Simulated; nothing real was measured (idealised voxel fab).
You're looking at the process module voxel self aligned vias.
The width of the displayed cross-section, cut, is 285 nm; its cells are square, with a size of 5 nm.
In what follows, cross-sections appear as grids of square cells, described through bands that run from the top down, where every band is one or more rows of cells. Look at the band entry: it leads with the top's height and the bottom's height in nm. Then it lists the materials left to right, with a width in nm for each. The word "all across" on a single material says that material fills the band edge to edge. The word "blank" is empty space. The reference from which all heights are counted is 0, the level beneath which the as-received wafer is entirely one material; the lowest band, having no lower bound, proceeds downward and is written after the example "0..down". A width such as "30 to 40" changes by the same amount from each row of cells to the next, from the band's top row to its bottom row. A step reported as "remains unaltered" is a step in which no cell of the cross-section changed. Look at "Unvented internal voids" for the closed voids: empty spaces with no open path to the top, sized 8 cells or up. Each is width x height at distance, distance from the left edge, all nm. Formally, on a step line, whatever follows the settings is a remark that the simulator itself makes on the step. When a step includes a mask, the "overlay nm" setting on its line states how far to the right of its planned place that mask lay, and negative values state how far to the left. From here on the document is pairs. In a pair, the cross-section before one process step comes with the cross-section after it, and the latter goes no deeper than the lowest band that changed. What lies in between, the step and its settings, is written under the pair. A pair may be from a different run of this module on the same starting wafer than the pair above it, so it continues from that pair only where its entry headed "Ex-ante state" says so.
[Ex-ante state]
* 65..45  SiO2 55, blank 50, SiO2 80, blank 50, SiO2 50
* 45..35  SiO2 65, blank 25, SiO2 40, SiN 25, SiO2 40, blank 25, SiO2 65
* 35..25  SiO2 65, TiN 5, Ru 15, TiN 5, SiO2 40, TiN 5, Ru 15, TiN 5, SiO2 40, TiN 5, Ru 15, TiN 5, SiO2 65
* 25..20  SiO2 65, TiN 25, SiO2 40, TiN 25, SiO2 40, TiN 25, SiO2 65
* 20..15  SiCN all across
* 15..0  SiO2 all across
* 0..down  Si all across
* Unvented internal voids: none
[Resulting Cross-Section]
* 70..65  TiN 60, blank 40, TiN 90, blank 40, TiN 55
* 65..50  SiO2 55, TiN 5, blank 40, TiN 5, SiO2 80, TiN 5, blank 40, TiN 5, SiO2 50
* 50..45  SiO2 55, TiN 15, blank 15, TiN 20, SiO2 80, TiN 15, blank 15, TiN 20, SiO2 50
* 45..40  SiO2 65, TiN 5, blank 15, TiN 5, SiO2 40, SiN 25, SiO2 40, TiN 5, blank 15, TiN 5, SiO2 65
* 40..35  SiO2 65, TiN 25, SiO2 40, SiN 25, SiO2 40, TiN 25, SiO2 65
* Lower than 35, everything is as it was.
* Unvented internal voids: none
The process step separating the two cross-sections depicted above is as follows: CONFORMAL_DEP [material TiN] [thk nm 5]
Ex-ante state: as in the pair right above, post-step view.
[Resulting Cross-Section]
* 80..70  Cu all across
* 70..65  TiN 60, Cu 40, TiN 90, Cu 40, TiN 55
* 65..50  SiO2 55, TiN 5, Cu 40, TiN 5, SiO2 80, TiN 5, Cu 40, TiN 5, SiO2 50
* 50..45  SiO2 55, TiN 15, Cu 15, TiN 20, SiO2 80, TiN 15, Cu 15, TiN 20, SiO2 50
* 45..40  SiO2 65, TiN 5, Cu 15, TiN 5, SiO2 40, SiN 25, SiO2 40, TiN 5, Cu 15, TiN 5, SiO2 65
* Lower than 40, everything is as it was.
* Unvented internal voids: none
The process step separating the two cross-sections depicted above is as follows: FILL_DEP [material Cu] [thk nm 10]
Ex-ante state: as in the pair right above, post-step view.
[Resulting Cross-Section]
* 65..50  SiO2 55, TiN 5, Cu 40, TiN 5, SiO2 80, TiN 5, Cu 40, TiN 5, SiO2 50
* Lower than 50, everything is as it was.
* Unvented internal voids: none
The process step separating the two cross-sections depicted above is as follows: CMP [height nm 65]
Ex-ante state: as in the pair right above, post-step view.
[Resulting Cross-Section]
* 70..65  SiCN all across
* Lower than 65, everything is as it was.
* Unvented internal voids: none
The process step separating the two cross-sections depicted above is as follows: CONFORMAL_DEP [material SiCN] [thk nm 5]
[Ex-ante state]
* 55..45  aC all across
* 45..20  SiO2 all across
* 20..15  SiCN all across
* 15..0  SiO2 all across
* 0..down  Si all across
* Unvented internal voids: none
[Resulting Cross-Section]
* 80..55  resist 55, blank 25, resist 40, blank 25, resist 40, blank 25, resist 75
* Lower than 55, everything is as it was.
* Unvented internal voids: none
The process step separating the two cross-sections depicted above is as follows: PATTERN [tone open] [mask id LINES] [material resist] [width nm 25] [pitch nm 65] [thk nm 25] [overlay nm -10]
Ex-ante state: as in the pair right above, post-step view.
[Resulting Cross-Section]
* 70..55  resist 55, blank 25, resist 40, blank 25, resist 40, blank 25, resist 75
* 55..45  aC 55, blank 25, aC 40, blank 25, aC 40, blank 25, aC 75
* Lower than 45, everything is as it was.
* Unvented internal voids: none
The process step separating the two cross-sections depicted above is as follows: DIRECTIONAL_ETCH [etch materials aC] [depth nm 10]
Ex-ante state: as in the pair right above, post-step view.
[Resulting Cross-Section]
* 55..45  aC 55, blank 25, aC 40, blank 25, aC 40, blank 25, aC 75
* Lower than 45, everything is as it was.
* Unvented internal voids: none
The process step separating the two cross-sections depicted above is as follows: STRIP [etch materials resist]
Ex-ante state: as in the pair right above, post-step view.
[Resulting Cross-Section]
* 55..45  aC 55, blank 25, aC 40, blank 25, aC 40, blank 25, aC 75
* 45..20  SiO2 55, blank 25, SiO2 40, blank 25, SiO2 40, blank 25, SiO2 75
* Lower than 20, everything is as it was.
* Unvented internal voids: none
The process step separating the two cross-sections depicted above is as follows: DIRECTIONAL_ETCH [etch materials SiO2] [depth nm 25]
Ex-ante state: as in the pair right above, post-step view.
[Resulting Cross-Section]
* 45..20  SiO2 55, blank 25, SiO2 40, blank 25, SiO2 40, blank 25, SiO2 75
* Lower than 20, everything is as it was.
* Unvented internal voids: none
The process step separating the two cross-sections depicted above is as follows: STRIP [etch materials aC]
Ex-ante state: as in the pair right above, post-step view.
[Resulting Cross-Section]
* 50..45  TiN 60, blank 15, TiN 50, blank 15, TiN 50, blank 15, TiN 80
* 45..25  SiO2 55, TiN 5, blank 15, TiN 5, SiO2 40, TiN 5, blank 15, TiN 5, SiO2 40, TiN 5, blank 15, TiN 5, SiO2 75
* 25..20  SiO2 55, TiN 25, SiO2 40, TiN 25, SiO2 40, TiN 25, SiO2 75
* Lower than 20, everything is as it was.
* Unvented internal voids: none
The process step separating the two cross-sections depicted above is as follows: CONFORMAL_DEP [material TiN] [thk nm 5]
Ex-ante state: as in the pair right above, post-step view.
[Resulting Cross-Section]
* 55..50  Ru all across
* 50..45  TiN 60, Ru 15, TiN 50, Ru 15, TiN 50, Ru 15, TiN 80
* 45..25  SiO2 55, TiN 5, Ru 15, TiN 5, SiO2 40, TiN 5, Ru 15, TiN 5, SiO2 40, TiN 5, Ru 15, TiN 5, SiO2 75
* Lower than 25, everything is as it was.
* Unvented internal voids: none
The process step separating the two cross-sections depicted above is as follows: FILL_DEP [material Ru] [thk nm 5]
Ex-ante state: as in the pair right above, post-step view.
[Resulting Cross-Section]
* 45..25  SiO2 55, TiN 5, Ru 15, TiN 5, SiO2 40, TiN 5, Ru 15, TiN 5, SiO2 40, TiN 5, Ru 15, TiN 5, SiO2 75
* Lower than 25, everything is as it was.
* Unvented internal voids: none
The process step separating the two cross-sections depicted above is as follows: CMP [height nm 45]
Ex-ante state: as in the pair right above, post-step view.
[Resulting Cross-Section]
* 45..35  SiO2 55, blank 25, SiO2 40, blank 25, SiO2 40, blank 25, SiO2 75
* Lower than 35, everything is as it was.
* Unvented internal voids: none
The process step separating the two cross-sections depicted above is as follows: SELECTIVE_ETCH [etch materials W Ru TiN] [depth nm 10]
Ex-ante state: as in the pair right above, post-step view.
[Resulting Cross-Section]
* 55..45  SiN all across
* 45..35  SiO2 55, SiN 25, SiO2 40, SiN 25, SiO2 40, SiN 25, SiO2 75
* Lower than 35, everything is as it was.
* Unvented internal voids: none
The process step separating the two cross-sections depicted above is as follows: FILL_DEP [material SiN] [thk nm 10]
Ex-ante state: as in the pair right above, post-step view.
[Resulting Cross-Section]
* 45..35  SiO2 55, SiN 25, SiO2 40, SiN 25, SiO2 40, SiN 25, SiO2 75
* Lower than 35, everything is as it was.
* Unvented internal voids: none
The process step separating the two cross-sections depicted above is as follows: CMP [height nm 45]
Ex-ante state: as in the pair right above, post-step view.
[Resulting Cross-Section]
* 65..45  SiO2 all across
* Lower than 45, everything is as it was.
* Unvented internal voids: none
The process step separating the two cross-sections depicted above is as follows: DIRECTIONAL_DEP [material SiO2] [thk nm 20]
Ex-ante state: as in the pair right above, post-step view.
[Resulting Cross-Section]
* 80..65  resist 55, blank 45, resist 85, blank 45, resist 55
* Lower than 65, everything is as it was.
* Unvented internal voids: none
The process step separating the two cross-sections depicted above is as follows: PATTERN [tone open] [mask id VIAS] [material resist] [width nm 45] [pitch nm 130] [thk nm 15] [overlay nm 0]
Ex-ante state: as in the pair right above, post-step view.
[Resulting Cross-Section]
* 80..65  resist 55, blank 45, resist 85, blank 45, resist 55
* 65..45  SiO2 55, blank 45, SiO2 85, blank 45, SiO2 55
* Lower than 45, everything is as it was.
* Unvented internal voids: none
The process step separating the two cross-sections depicted above is as follows: DIRECTIONAL_ETCH [etch materials SiO2] [depth nm 20]
Ex-ante state: as in the pair right above, post-step view.
[Resulting Cross-Section]
* 80..65  resist 55, blank 45, resist 85, blank 45, resist 55
* 65..45  SiO2 55, blank 45, SiO2 85, blank 45, SiO2 55
* 45..35  SiO2 55, blank 25, SiO2 40, SiN 25, SiO2 40, blank 25, SiO2 75
* Lower than 35, everything is as it was.
* Unvented internal voids: none
The process step separating the two cross-sections depicted above is as follows: DIRECTIONAL_ETCH [etch materials SiN] [depth nm 10]
Ex-ante state: as in the pair right above, post-step view.
[Resulting Cross-Section]
* 65..45  SiO2 55, blank 45, SiO2 85, blank 45, SiO2 55
* Lower than 45, everything is as it was.
* Unvented internal voids: none
The process step separating the two cross-sections depicted above is as follows: STRIP [etch materials resist]
Ex-ante state: as in the pair right above, post-step view.
[Resulting Cross-Section]
* 70..65  TiN 60, blank 35, TiN 95, blank 35, TiN 60
* 65..50  SiO2 55, TiN 5, blank 35, TiN 5, SiO2 85, TiN 5, blank 35, TiN 5, SiO2 55
* 50..45  SiO2 55, TiN 5, blank 15, TiN 25, SiO2 85, TiN 5, blank 15, TiN 25, SiO2 55
* 45..40  SiO2 55, TiN 5, blank 15, TiN 5, SiO2 40, SiN 25, SiO2 40, TiN 5, blank 15, TiN 5, SiO2 75
* 40..35  SiO2 55, TiN 25, SiO2 40, SiN 25, SiO2 40, TiN 25, SiO2 75
* Lower than 35, everything is as it was.
* Unvented internal voids: none
The process step separating the two cross-sections depicted above is as follows: CONFORMAL_DEP [material TiN] [thk nm 5]
Ex-ante state: as in the pair right above, post-step view.
[Resulting Cross-Section]
* 80..70  Cu all across
* 70..65  TiN 60, Cu 35, TiN 95, Cu 35, TiN 60
* 65..50  SiO2 55, TiN 5, Cu 35, TiN 5, SiO2 85, TiN 5, Cu 35, TiN 5, SiO2 55
* 50..45  SiO2 55, TiN 5, Cu 15, TiN 25, SiO2 85, TiN 5, Cu 15, TiN 25, SiO2 55
* 45..40  SiO2 55, TiN 5, Cu 15, TiN 5, SiO2 40, SiN 25, SiO2 40, TiN 5, Cu 15, TiN 5, SiO2 75
* Lower than 40, everything is as it was.
* Unvented internal voids: none
The process step separating the two cross-sections depicted above is as follows: FILL_DEP [material Cu] [thk nm 10]
Ex-ante state: as in the pair right above, post-step view.
[Resulting Cross-Section]
* 65..50  SiO2 55, TiN 5, Cu 35, TiN 5, SiO2 85, TiN 5, Cu 35, TiN 5, SiO2 55
* Lower than 50, everything is as it was.
* Unvented internal voids: none
The process step separating the two cross-sections depicted above is as follows: CMP [height nm 65]
Ex-ante state: as in the pair right above, post-step view.
[Resulting Cross-Section]
* 70..65  SiCN all across
* Lower than 65, everything is as it was.
* Unvented internal voids: none
The process step separating the two cross-sections depicted above is as follows: CONFORMAL_DEP [material SiCN] [thk nm 5]
[Ex-ante state]
* 20..15  SiCN all across
* 15..0  SiO2 all across
* 0..down  Si all across
* Unvented internal voids: none
[Resulting Cross-Section]
* 45..20  Cu all across
* Lower than 20, everything is as it was.
* Unvented internal voids: none
The process step separating the two cross-sections depicted above is as follows: DIRECTIONAL_DEP [material Cu] [thk nm 25]
Ex-ante state: as in the pair right above, post-step view.
[Resulting Cross-Section]
* 55..45  aC all across
* Lower than 45, everything is as it was.
* Unvented internal voids: none
The process step separating the two cross-sections depicted above is as follows: DIRECTIONAL_DEP [material aC] [thk nm 10]
Ex-ante state: as in the pair right above, post-step view.
[Resulting Cross-Section]
* 80..55  resist 65, blank 25, resist 40, blank 25, resist 40, blank 25, resist 65
* Lower than 55, everything is as it was.
* Unvented internal voids: none
The process step separating the two cross-sections depicted above is as follows: PATTERN [tone open] [mask id LINES] [material resist] [width nm 25] [pitch nm 65] [thk nm 25] [overlay nm 0]
Ex-ante state: as in the pair right above, post-step view.
[Resulting Cross-Section]
* 70..55  resist 65, blank 25, resist 40, blank 25, resist 40, blank 25, resist 65
* 55..45  aC 65, blank 25, aC 40, blank 25, aC 40, blank 25, aC 65
* Lower than 45, everything is as it was.
* Unvented internal voids: none
The process step separating the two cross-sections depicted above is as follows: DIRECTIONAL_ETCH [etch materials aC] [depth nm 10]
Ex-ante state: as in the pair right above, post-step view.
[Resulting Cross-Section]
* 55..45  aC 65, blank 25, aC 40, blank 25, aC 40, blank 25, aC 65
* Lower than 45, everything is as it was.
* Unvented internal voids: none
The process step separating the two cross-sections depicted above is as follows: STRIP [etch materials resist]
Ex-ante state: as in the pair right above, post-step view.
[Resulting Cross-Section]
* 45..20  Cu all across
* Lower than 20, everything is as it was.
* Unvented internal voids: none
The process step separating the two cross-sections depicted above is as follows: STRIP [etch materials aC]
Ex-ante state: as in the pair right above, post-step view.
[Resulting Cross-Section]
* 50..45  TiN all across
* Lower than 45, everything is as it was.
* Unvented internal voids: none
The process step separating the two cross-sections depicted above is as follows: CONFORMAL_DEP [material TiN] [thk nm 5]
Ex-ante state: as in the pair right above, post-step view.
[Resulting Cross-Section]
* 55..50  Ru all across
* Lower than 50, everything is as it was.
* Unvented internal voids: none
The process step separating the two cross-sections depicted above is as follows: FILL_DEP [material Ru] [thk nm 5]
Ex-ante state: as in the pair right above, post-step view.
[Resulting Cross-Section]
* 45..20  Cu all across
* Lower than 20, everything is as it was.
* Unvented internal voids: none
The process step separating the two cross-sections depicted above is as follows: CMP [height nm 45]
Ex-ante state: as in the pair right above, post-step view.
[Resulting Cross-Section]
* 55..45  SiN all across
* Lower than 45, everything is as it was.
* Unvented internal voids: none
The process step separating the two cross-sections depicted above is as follows: FILL_DEP [material SiN] [thk nm 10]
Ex-ante state: as in the pair right above, post-step view.
[Resulting Cross-Section]
* 45..20  Cu all across
* Lower than 20, everything is as it was.
* Unvented internal voids: none
The process step separating the two cross-sections depicted above is as follows: CMP [height nm 45]
Ex-ante state: as in the pair right above, post-step view.
[Resulting Cross-Section]
* 65..45  SiO2 all across
* Lower than 45, everything is as it was.
* Unvented internal voids: none
The process step separating the two cross-sections depicted above is as follows: DIRECTIONAL_DEP [material SiO2] [thk nm 20]
Ex-ante state: as in the pair right above, post-step view.
[Resulting Cross-Section]
* 80..65  resist 55, blank 45, resist 85, blank 45, resist 55
* Lower than 65, everything is as it was.
* Unvented internal voids: none
The process step separating the two cross-sections depicted above is as follows: PATTERN [tone open] [mask id VIAS] [material resist] [width nm 45] [pitch nm 130] [thk nm 15] [overlay nm 0]
Ex-ante state: as in the pair right above, post-step view.
[Resulting Cross-Section]
* 80..65  resist 55, blank 45, resist 85, blank 45, resist 55
* 65..45  SiO2 55, blank 45, SiO2 85, blank 45, SiO2 55
* Lower than 45, everything is as it was.
* Unvented internal voids: none
The process step separating the two cross-sections depicted above is as follows: DIRECTIONAL_ETCH [etch materials SiO2] [depth nm 20]
Ex-ante state: as in the pair right above, post-step view.
[Resulting Cross-Section]
* 65..45  SiO2 55, blank 45, SiO2 85, blank 45, SiO2 55
* Lower than 45, everything is as it was.
* Unvented internal voids: none
The process step separating the two cross-sections depicted above is as follows: STRIP [etch materials resist]
Ex-ante state: as in the pair right above, post-step view.
[Resulting Cross-Section]
* 70..65  TiN 60, blank 35, TiN 95, blank 35, TiN 60
* 65..50  SiO2 55, TiN 5, blank 35, TiN 5, SiO2 85, TiN 5, blank 35, TiN 5, SiO2 55
* 50..45  SiO2 55, TiN 45, SiO2 85, TiN 45, SiO2 55
* Lower than 45, everything is as it was.
* Unvented internal voids: none
The process step separating the two cross-sections depicted above is as follows: CONFORMAL_DEP [material TiN] [thk nm 5]
Ex-ante state: as in the pair right above, post-step view.
[Resulting Cross-Section]
* 80..70  Cu all across
* 70..65  TiN 60, Cu 35, TiN 95, Cu 35, TiN 60
* 65..50  SiO2 55, TiN 5, Cu 35, TiN 5, SiO2 85, TiN 5, Cu 35, TiN 5, SiO2 55
* Lower than 50, everything is as it was.
* Unvented internal voids: none
The process step separating the two cross-sections depicted above is as follows: FILL_DEP [material Cu] [thk nm 10]
Ex-ante state: as in the pair right above, post-step view.
[Resulting Cross-Section]
* 65..50  SiO2 55, TiN 5, Cu 35, TiN 5, SiO2 85, TiN 5, Cu 35, TiN 5, SiO2 55
* Lower than 50, everything is as it was.
* Unvented internal voids: none
The process step separating the two cross-sections depicted above is as follows: CMP [height nm 65]
Ex-ante state: as in the pair right above, post-step view.
[Resulting Cross-Section]
* 70..65  SiCN all across
* Lower than 65, everything is as it was.
* Unvented internal voids: none
The process step separating the two cross-sections depicted above is as follows: CONFORMAL_DEP [material SiCN] [thk nm 5]
[Ex-ante state]
* 65..45  SiO2 all across
* 45..35  SiO2 65, SiN 25, SiO2 40, SiN 25, SiO2 40, SiN 25, SiO2 65
* 35..25  SiO2 65, TiN 5, Ru 15, TiN 5, SiO2 40, TiN 5, Ru 15, TiN 5, SiO2 40, TiN 5, Ru 15, TiN 5, SiO2 65
* 25..20  SiO2 65, TiN 25, SiO2 40, TiN 25, SiO2 40, TiN 25, SiO2 65
* 20..15  SiCN all across
* 15..0  SiO2 all across
* 0..down  Si all across
* Unvented internal voids: none
[Resulting Cross-Section]
* 80..65  blank 55, resist 45, blank 85, resist 45, blank 55
* Lower than 65, everything is as it was.
* Unvented internal voids: none
The process step separating the two cross-sections depicted above is as follows: PATTERN [tone cover] [mask id VIAS] [material resist] [width nm 45] [pitch nm 130] [thk nm 15] [overlay nm 0]
Ex-ante state: as in the pair right above, post-step view.
[Resulting Cross-Section]
* 80..65  blank 55, resist 45, blank 85, resist 45, blank 55
* 65..45  blank 55, SiO2 45, blank 85, SiO2 45, blank 55
* Lower than 45, everything is as it was.
* Unvented internal voids: none
The process step separating the two cross-sections depicted above is as follows: DIRECTIONAL_ETCH [etch materials SiO2] [depth nm 20]
Ex-ante state: as in the pair right above, post-step view.
[Resulting Cross-Section]
* 80..65  blank 55, resist 45, blank 85, resist 45, blank 55
* 65..45  blank 55, SiO2 45, blank 85, SiO2 45, blank 55
* 45..35  SiO2 65, SiN 25, SiO2 40, blank 25, SiO2 40, SiN 25, SiO2 65
* Lower than 35, everything is as it was.
* Unvented internal voids: none
The process step separating the two cross-sections depicted above is as follows: DIRECTIONAL_ETCH [etch materials SiN] [depth nm 10]
Ex-ante state: as in the pair right above, post-step view.
[Resulting Cross-Section]
* 65..45  blank 55, SiO2 45, blank 85, SiO2 45, blank 55
* Lower than 45, everything is as it was.
* Unvented internal voids: none
The process step separating the two cross-sections depicted above is as follows: STRIP [etch materials resist]
Ex-ante state: as in the pair right above, post-step view.
[Resulting Cross-Section]
* 70..65  blank 50, TiN 55, blank 75, TiN 55, blank 50
* 65..50  blank 50, TiN 5, SiO2 45, TiN 5, blank 75, TiN 5, SiO2 45, TiN 5, blank 50
* 50..45  TiN 55, SiO2 45, TiN 35, blank 15, TiN 35, SiO2 45, TiN 55
* 45..40  SiO2 65, SiN 25, SiO2 40, TiN 5, blank 15, TiN 5, SiO2 40, SiN 25, SiO2 65
* 40..35  SiO2 65, SiN 25, SiO2 40, TiN 25, SiO2 40, SiN 25, SiO2 65
* Lower than 35, everything is as it was.
* Unvented internal voids: none
The process step separating the two cross-sections depicted above is as follows: CONFORMAL_DEP [material TiN] [thk nm 5]
Ex-ante state: as in the pair right above, post-step view.
[Resulting Cross-Section]
* 80..70  Cu all across
* 70..65  Cu 50, TiN 55, Cu 75, TiN 55, Cu 50
* 65..50  Cu 50, TiN 5, SiO2 45, TiN 5, Cu 75, TiN 5, SiO2 45, TiN 5, Cu 50
* 50..45  TiN 55, SiO2 45, TiN 35, Cu 15, TiN 35, SiO2 45, TiN 55
* 45..40  SiO2 65, SiN 25, SiO2 40, TiN 5, Cu 15, TiN 5, SiO2 40, SiN 25, SiO2 65
* Lower than 40, everything is as it was.
* Unvented internal voids: none
The process step separating the two cross-sections depicted above is as follows: FILL_DEP [material Cu] [thk nm 10]
Ex-ante state: as in the pair right above, post-step view.
[Resulting Cross-Section]
* 65..50  Cu 50, TiN 5, SiO2 45, TiN 5, Cu 75, TiN 5, SiO2 45, TiN 5, Cu 50
* Lower than 50, everything is as it was.
* Unvented internal voids: none
The process step separating the two cross-sections depicted above is as follows: CMP [height nm 65]
Ex-ante state: as in the pair right above, post-step view.
[Resulting Cross-Section]
* 70..65  SiCN all across
* Lower than 65, everything is as it was.
* Unvented internal voids: none
The process step separating the two cross-sections depicted above is as follows: CONFORMAL_DEP [material SiCN] [thk nm 5]
